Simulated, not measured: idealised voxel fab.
Herein follows the process module entitled voxel trench capacitor.
For reference, the cross-section in this document is cut, with width 265 nm and square cells of 5 nm.
Cross-section = grid of square cells, listed top down in bands; band = one or more rows. For a band, the entry starts with two heights in nm, that of the top and then that of the bottom, and carries on with the band's materials in order from left to right, each alongside its width in nm; the word "everywhere" beside a single material means it fills the band edge to edge, and "air" means empty space. We count height from 0. Below that, the starting wafer is all one material. The lowest band never ends at the bottom but goes on down; see "top 0, no bottom" for how that is written. You'd read "30->40" like this: the band's top row of cells is as wide as the first number, its bottom row is as wide as the second, and going down, every row changes width by the same amount as the row before did. Key: "nothing got changed" - step with no changed cell in the cross-section. Closed empty spaces (no open way to the top) of 8 cells or more are what "Enclosed cavities" lists, each as width x height at distance from the left edge, nm for all three. If you see something after the settings on a step's line, that's the simulator's own remark about that step. A step's line can hold "overlay nm"; with a mask on that step, the setting says how far right of the planned place the mask lay, while a negative setting says it lay to the left.

## Process steps (planned)
1. RECEIVE: material Si
2. CONFORMAL_DEP: material SiN, thk nm 5
3. MASKED_ETCH: tone open, mask id TRENCH, width nm 25, pitch nm 45, etch materials SiN, depth nm 5, overlay nm 0
4. MASKED_ETCH: tone open, mask id TRENCH, width nm 25, pitch nm 45, etch materials Si, depth nm 30, overlay nm 0
5. CONFORMAL_DEP: material HfO2, thk nm 5
6. CONFORMAL_DEP: material TiN, thk nm 5
7. FILL_DEP: material W, thk nm 5
8. CMP: height nm 5

## as received, after step 1
* top 0, no bottom: Si everywhere
* Enclosed cavities: none

## Cross-section at module end, one run error; start and plan unchanged from above
* top 5, bottom 0: 75 nm SiN, 5 nm TiN, 5 nm HfO2, 5 nm W, 5 nm HfO2, 5 nm TiN, 20 nm SiN, 5 nm TiN, 5 nm HfO2, 5 nm W, 5 nm HfO2, 5 nm TiN, 20 nm SiN, 5 nm TiN, 5 nm HfO2, 5 nm W, 5 nm HfO2, 5 nm TiN, 75 nm SiN
* top 0, bottom -20: 75 nm Si, 5 nm TiN, 5 nm HfO2, 5 nm W, 5 nm HfO2, 5 nm TiN, 20 nm Si, 5 nm TiN, 5 nm HfO2, 5 nm W, 5 nm HfO2, 5 nm TiN, 20 nm Si, 5 nm TiN, 5 nm HfO2, 5 nm W, 5 nm HfO2, 5 nm TiN, 75 nm Si
* top -20, bottom -25: 75 nm Si, 5 nm TiN, 15 nm HfO2, 5 nm TiN, 20 nm Si, 5 nm TiN, 15 nm HfO2, 5 nm TiN, 20 nm Si, 5 nm TiN, 15 nm HfO2, 5 nm TiN, 75 nm Si
* top -25, bottom -30: 75 nm Si, 25 nm TiN, 20 nm Si, 25 nm TiN, 20 nm Si, 25 nm TiN, 75 nm Si
* top -30, no bottom: Si everywhere
* Enclosed cavities: none
The plan and the run diverged here: transposition of steps 5 and 6 relative to the planned sequence
